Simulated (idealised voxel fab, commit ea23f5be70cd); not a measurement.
The following process module bears the name voxel gate over fins.
Square cell edge 5 nm, section width 245 nm, ID cut.
A cross-section is a grid of square cells, given in bands from the top down. A band is one or more rows of cells.
First you get the band's top height and its bottom height, in nm, and then the materials it's made of, left to right, with each width in nm. If you see a single material with "throughout", that one covers the band edge to edge. "blank" is empty space.
Convention: height 0 is the level below which the wafer, as received, is all one material. The lowest band does not terminate at the bottom but continues downward, represented as "0..down".
When a width is written as two numbers, as in "30..40", the first number is the width in the top row of cells of the band and the second is the width in its bottom row, and the width changes by the same amount from each row to the next.
You'll sometimes find "remained unchanged" written for a step, and that's the way of saying that nowhere in the cross-section did a cell change during that step.
"Sealed void list": empty spaces of 8 cells or more with no open way to the top, each given as width x height at distance, distance from the left edge, all in nm.
What comes after the settings on a step's line is commentary from the simulator itself on that step.
Each step line may optionally specify "overlay nm", which for a step with a mask gives the rightward distance between the mask's planned place and where it lay, a negative value indicating the leftward direction.
## So here's the lineup of process steps we planned
step 1: RECEIVE (material Si)
step 2: CONFORMAL_DEP (material SiN; thk nm 10)
step 3: DIRECTIONAL_DEP (material aC; thk nm 10)
step 4: PATTERN (tone cover; mask id FINS; material resist; width nm 15; pitch nm 55; thk nm 30; overlay nm 0)
step 5: DIRECTIONAL_ETCH (etch materials aC; depth nm 10)
step 6: STRIP (etch materials resist)
step 7: DIRECTIONAL_ETCH (etch materials SiN; depth nm 10)
step 8: DIRECTIONAL_ETCH (etch materials Si; depth nm 40)
step 9: STRIP (etch materials aC)
step 10: OXIDIZE (depth nm 5)
step 11: FILL_DEP (material SiO2; thk nm 10)
step 12: CMP (height nm 10)
step 13: PATTERN (tone open; mask id RAIL; material resist; width nm 15; thk nm 15; overlay nm 0)
step 14: DIRECTIONAL_ETCH (etch materials SiO2; depth nm 45)
step 15: STRIP (etch materials resist)
step 16: CONFORMAL_DEP (material TiN; thk nm 5)
step 17: FILL_DEP (material Ru; thk nm 10)
step 18: CMP (height nm 10)
step 19: SELECTIVE_ETCH (etch materials W Ru TiN; depth nm 30)
step 20: FILL_DEP (material SiO2; thk nm 5)
step 21: CMP (height nm 10)
step 22: SELECTIVE_ETCH (etch materials SiO2; depth nm 20)
step 23: STRIP (etch materials SiN)
step 24: CONFORMAL_DEP (material HfO2; thk nm 5)
step 25: CONFORMAL_DEP (material TiN; thk nm 5)
step 26: FILL_DEP (material W; thk nm 15)
step 27: CMP (height nm 20)
step 28: CONFORMAL_DEP (material SiN; thk nm 5)
## Wafer, first of two, run as planned
## Cross-section of the incoming wafer, state after step 1
- 0..down = Si throughout
- Sealed void list: none
## Step 2 complete: cross-section through the wafer
- 10..0 = SiN throughout
- Lower than 0, everything is as it was.
## Step 3 complete: cross-section through the wafer
- 20..10 = aC throughout
- Lower than 10, everything is as it was.
## Step 4 complete: cross-section through the wafer
- 50..20 = blank 85; resist 15; blank 40; resist 15; blank 90
- Lower than 20, everything is as it was.
## Step 5 complete: cross-section through the wafer
- 40..20 = blank 85; resist 15; blank 40; resist 15; blank 90
- 20..10 = blank 85; aC 15; blank 40; aC 15; blank 90
- Lower than 10, everything is as it was.
## Step 6 complete: cross-section through the wafer
- 20..10 = blank 85; aC 15; blank 40; aC 15; blank 90
- Lower than 10, everything is as it was.
## Step 7 complete: cross-section through the wafer
- 20..10 = blank 85; aC 15; blank 40; aC 15; blank 90
- 10..0 = blank 85; SiN 15; blank 40; SiN 15; blank 90
- Lower than 0, everything is as it was.
## Step 8 complete: cross-section through the wafer
- 20..10 = blank 85; aC 15; blank 40; aC 15; blank 90
- 10..0 = blank 85; SiN 15; blank 40; SiN 15; blank 90
- 0..-40 = blank 85; Si 15; blank 40; Si 15; blank 90
- Lower than -40, everything is as it was.
## Step 9 complete: cross-section through the wafer
- 10..0 = blank 85; SiN 15; blank 40; SiN 15; blank 90
- Lower than 0, everything is as it was.
## Step 10 complete: cross-section through the wafer
- 10..0 = blank 85; SiN 15; blank 40; SiN 15; blank 90
- 0..-40 = blank 85; SiO2 5; Si 5; SiO2 5; blank 40; SiO2 5; Si 5; SiO2 5; blank 90
- -40..-45 = SiO2 90; Si 5; SiO2 50; Si 5; SiO2 95
- Lower than -45, everything is as it was.
## Step 11 complete: cross-section through the wafer
- 20..10 = SiO2 throughout
- 10..0 = SiO2 85; SiN 15; SiO2 40; SiN 15; SiO2 90
- 0..-45 = SiO2 90; Si 5; SiO2 50; Si 5; SiO2 95
- Lower than -45, everything is as it was.
## Step 12 complete: cross-section through the wafer
- 10..0 = SiO2 85; SiN 15; SiO2 40; SiN 15; SiO2 90
- Lower than 0, everything is as it was.
## Step 13 complete: cross-section through the wafer
- 25..10 = resist 110; blank 15; resist 120
- Lower than 10, everything is as it was.
## Step 14 complete: cross-section through the wafer
- 25..10 = resist 110; blank 15; resist 120
- 10..0 = SiO2 85; SiN 15; SiO2 10; blank 15; SiO2 15; SiN 15; SiO2 90
- 0..-35 = SiO2 90; Si 5; SiO2 15; blank 15; SiO2 20; Si 5; SiO2 95
- Lower than -35, everything is as it was.
## Step 15 complete: cross-section through the wafer
- 10..0 = SiO2 85; SiN 15; SiO2 10; blank 15; SiO2 15; SiN 15; SiO2 90
- Lower than 0, everything is as it was.
## Step 16 complete: cross-section through the wafer
- 15..10 = TiN 115; blank 5; TiN 125
- 10..0 = SiO2 85; SiN 15; SiO2 10; TiN 5; blank 5; TiN 5; SiO2 15; SiN 15; SiO2 90
- 0..-30 = SiO2 90; Si 5; SiO2 15; TiN 5; blank 5; TiN 5; SiO2 20; Si 5; SiO2 95
- -30..-35 = SiO2 90; Si 5; SiO2 15; TiN 15; SiO2 20; Si 5; SiO2 95
- Lower than -35, everything is as it was.
## Step 17 complete: cross-section through the wafer
- 25..15 = Ru throughout
- 15..10 = TiN 115; Ru 5; TiN 125
- 10..0 = SiO2 85; SiN 15; SiO2 10; TiN 5; Ru 5; TiN 5; SiO2 15; SiN 15; SiO2 90
- 0..-30 = SiO2 90; Si 5; SiO2 15; TiN 5; Ru 5; TiN 5; SiO2 20; Si 5; SiO2 95
- Lower than -30, everything is as it was.
## Step 18 complete: cross-section through the wafer
- 10..0 = SiO2 85; SiN 15; SiO2 10; TiN 5; Ru 5; TiN 5; SiO2 15; SiN 15; SiO2 90
- Lower than 0, everything is as it was.
## Step 19 complete: cross-section through the wafer
- 10..0 = SiO2 85; SiN 15; SiO2 10; blank 15; SiO2 15; SiN 15; SiO2 90
- 0..-20 = SiO2 90; Si 5; SiO2 15; blank 15; SiO2 20; Si 5; SiO2 95
- Lower than -20, everything is as it was.
## Step 20 complete: cross-section through the wafer
- 15..10 = SiO2 throughout
- 10..0 = SiO2 85; SiN 15; SiO2 40; SiN 15; SiO2 90
- 0..-20 = SiO2 90; Si 5; SiO2 50; Si 5; SiO2 95
- Lower than -20, everything is as it was.
## Step 21 complete: cross-section through the wafer
- 10..0 = SiO2 85; SiN 15; SiO2 40; SiN 15; SiO2 90
- Lower than 0, everything is as it was.
## Step 22 complete: cross-section through the wafer
- 10..0 = blank 85; SiN 15; blank 40; SiN 15; blank 90
- 0..-10 = blank 90; Si 5; blank 50; Si 5; blank 95
- Lower than -10, everything is as it was.
## Step 23 complete: cross-section through the wafer
- 0..-10 = blank 90; Si 5; blank 50; Si 5; blank 95
- Lower than -10, everything is as it was.
## Step 24 complete: cross-section through the wafer
- 5..0 = blank 85; HfO2 15; blank 40; HfO2 15; blank 90
- 0..-5 = blank 85; HfO2 5; Si 5; HfO2 5; blank 40; HfO2 5; Si 5; HfO2 5; blank 90
- -5..-10 = HfO2 90; Si 5; HfO2 50; Si 5; HfO2 95
- Lower than -10, everything is as it was.
## Step 25 complete: cross-section through the wafer
- 10..5 = blank 80; TiN 25; blank 30; TiN 25; blank 85
- 5..0 = blank 80; TiN 5; HfO2 15; TiN 5; blank 30; TiN 5; HfO2 15; TiN 5; blank 85
- 0..-5 = TiN 85; HfO2 5; Si 5; HfO2 5; TiN 40; HfO2 5; Si 5; HfO2 5; TiN 90
- Lower than -5, everything is as it was.
## Step 26 complete: cross-section through the wafer
- 25..10 = W throughout
- 10..5 = W 80; TiN 25; W 30; TiN 25; W 85
- 5..0 = W 80; TiN 5; HfO2 15; TiN 5; W 30; TiN 5; HfO2 15; TiN 5; W 85
- Lower than 0, everything is as it was.
## Step 27 complete: cross-section through the wafer
- 20..10 = W throughout
- Lower than 10, everything is as it was.
## Step 28 complete: cross-section through the wafer
- 25..20 = SiN throughout
- Lower than 20, everything is as it was.
## It is to be noted that the second wafer proceeded from the same initial state and according to the same plan as the first, although one mistake was committed in its execution; through step 23, inclusive, the two wafers share an identical history
Second wafer, cross-section, planned end of step 24: remained unchanged
## Second wafer, cross-section, planned end of step 25
- 5..0 = blank 85; TiN 15; blank 40; TiN 15; blank 90
- 0..-5 = blank 85; TiN 5; Si 5; TiN 5; blank 40; TiN 5; Si 5; TiN 5; blank 90
- -5..-10 = TiN 90; Si 5; TiN 50; Si 5; TiN 95
- Lower than -10, everything is as it was.
## Second wafer, cross-section, planned end of step 26
- 20..5 = W throughout
- 5..0 = W 85; TiN 15; W 40; TiN 15; W 90
- 0..-5 = W 85; TiN 5; Si 5; TiN 5; W 40; TiN 5; Si 5; TiN 5; W 90
- Lower than -5, everything is as it was.
Second wafer, cross-section, planned end of step 27: remained unchanged
## Second wafer, cross-section, planned end of step 28
- 25..20 = SiN throughout
- Lower than 20, everything is as it was.
So what did we get wrong on this run? plan step 24 never ran because it was skipped
The closing comparison, in cells, has the second wafer with more or fewer of some materials than the first: HfO2: 57 fewer, W: 57 more
